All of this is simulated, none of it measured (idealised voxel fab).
Name of the process module below: voxel wiring stack
The figure presents cross-section cut, which has a width of 245 nm and is divided into square cells with an edge length of 5 nm.
Cross-sections here: square-cell grids, written as top-down lists of bands, a band being one or more rows of cells.
This entry defines a band. It first specifies the height of the band's top and the height of its bottom in nm, and then specifies the band's materials from left to right, stating each material with its width in nm. The word "throughout" identifies a single material that fills the band from edge to edge, while the word "blank" identifies empty space.
Below 0: as-received wafer, all one material; heights counted from there. Lowest band: no bottom, goes on down, written "top 0, no bottom".
A width given as "30 to 40" starts at the first number in the band's top row and ends at the second number in its bottom row, shifting by an equal amount at every step from row to row.
Reading "all unchanged" for a step: not a cell of the cross-section changed in it.
Closed-off voids of 8+ cells (no open route to the top) go in "Completely sealed voids", written width x height at distance from the left edge, in nm.
What comes after the settings on a step's line is commentary from the simulator itself on that step.
On any step carrying a mask, the "overlay nm" setting, if present on the step's line, tells how far right of its planned place the mask lay; negative values point to the left.

**Listed below are the process steps as planned**
1 RECEIVE,material Si
2 CONFORMAL_DEP,material SiO2,thk nm 10
3 CONFORMAL_DEP,material SiCN,thk nm 5
4 DIRECTIONAL_DEP,material SiO2,thk nm 20
5 MASKED_ETCH,tone open,mask id METAL_1,width nm 30,pitch nm 60,etch materials SiO2,depth nm 20,overlay nm 0
6 MASKED_ETCH,tone open,mask id METAL_1,width nm 30,pitch nm 60,etch materials SiCN,depth nm 5,overlay nm 0
7 CONFORMAL_DEP,material TiN,thk nm 5
8 FILL_DEP,material W,thk nm 10
9 CMP,height nm 35
10 CONFORMAL_DEP,material SiCN,thk nm 5
11 DIRECTIONAL_DEP,material lowk,thk nm 20
12 PATTERN,tone open,mask id PLUG_1,material resist,width nm 15,pitch nm 60,thk nm 15,overlay nm 0
13 DIRECTIONAL_ETCH,etch materials lowk,depth nm 20
14 DIRECTIONAL_ETCH,etch materials SiCN,depth nm 5
15 STRIP,etch materials resist
16 EPI,material Ru,thk nm 10
17 EPI,material Ru,thk nm 10
18 EPI,material Ru,thk nm 5
19 DIRECTIONAL_DEP,material TiN,thk nm 5
20 DIRECTIONAL_DEP,material Ru,thk nm 25
21 PATTERN,tone cover,mask id METAL_2,material resist,width nm 30,pitch nm 60,thk nm 15,overlay nm 0
22 DIRECTIONAL_ETCH,etch materials Ru,depth nm 25
23 DIRECTIONAL_ETCH,etch materials TiN,depth nm 5
24 STRIP,etch materials resist
25 FILL_DEP,material lowk,thk nm 10
26 CMP,height nm 90
27 CONFORMAL_DEP,material SiCN,thk nm 5
28 DIRECTIONAL_DEP,material SiO2,thk nm 30
29 PATTERN,tone open,mask id METAL_3,material resist,width nm 30,pitch nm 60,thk nm 20,overlay nm 0
30 DIRECTIONAL_ETCH,etch materials SiO2,depth nm 20
31 STRIP,etch materials resist
32 PATTERN,tone open,mask id METAL_3_HOLES,material resist,width nm 15,pitch nm 60,thk nm 15,overlay nm 0
33 DIRECTIONAL_ETCH,etch materials SiO2,depth nm 10
34 DIRECTIONAL_ETCH,etch materials SiCN,depth nm 5
35 STRIP,etch materials resist
36 CONFORMAL_DEP,material TiN,thk nm 5
37 FILL_DEP,material Ru,thk nm 5
38 CMP,height nm 125
39 CONFORMAL_DEP,material SiCN,thk nm 5

**Delivered wafer in cross-section: state after step 1**
> top 0, no bottom | Si throughout
> Completely sealed voids: none

**Same starting wafer, same plan as above, one mistake in the execution; this is the cross-section at the end of the module**
> top 130, bottom 125 | SiCN throughout
> top 125, bottom 120 | Ru throughout
> top 120, bottom 115 | 50 of TiN  20 of Ru  40 of TiN  20 of Ru  40 of TiN  20 of Ru  55 of TiN
> top 115, bottom 105 | 45 of SiO2  5 to 20 of TiN  20 to 5 of Ru  5 of TiN  30 of SiO2  5 to 20 of TiN  20 to 5 of Ru  5 of TiN  30 of SiO2  5 to 20 of TiN  20 to 5 of Ru  5 of TiN  50 of SiO2
> top 105, bottom 95 | 60 of SiO2  5 of TiN  5 of Ru  5 of TiN  45 of SiO2  5 of TiN  5 of Ru  5 of TiN  45 of SiO2  5 of TiN  5 of Ru  5 of TiN  50 of SiO2
> top 95, bottom 90 | 60 of SiCN  15 of TiN  45 of SiCN  15 of TiN  45 of SiCN  15 of TiN  50 of SiCN
> top 90, bottom 65 | 45 of lowk  30 of Ru  30 of lowk  30 of Ru  30 of lowk  30 of Ru  50 of lowk
> top 65, bottom 60 | 45 of lowk  30 of TiN  30 of lowk  30 of TiN  30 of lowk  30 of TiN  50 of lowk
> top 60, bottom 40 | 45 of lowk  15 of Ru  45 of lowk  15 of Ru  45 of lowk  15 of Ru  65 of lowk
> top 40, bottom 35 | 45 of SiCN  15 of Ru  45 of SiCN  15 of Ru  45 of SiCN  15 of Ru  65 of SiCN
> top 35, bottom 15 | 45 of SiO2  5 of TiN  20 of W  5 of TiN  30 of SiO2  5 of TiN  20 of W  5 of TiN  30 of SiO2  5 of TiN  20 of W  5 of TiN  50 of SiO2
> top 15, bottom 10 | 45 of SiCN  30 of TiN  30 of SiCN  30 of TiN  30 of SiCN  30 of TiN  50 of SiCN
> top 10, bottom 0 | SiO2 throughout
> top 0, no bottom | Si throughout
> Completely sealed voids: none
Diagnosis: for step 32, the planned setting was not used; the step was instead run as PATTERN,tone cover,mask id METAL_3_HOLES,material resist,width nm 15,pitch nm 60,thk nm 15,overlay nm 0
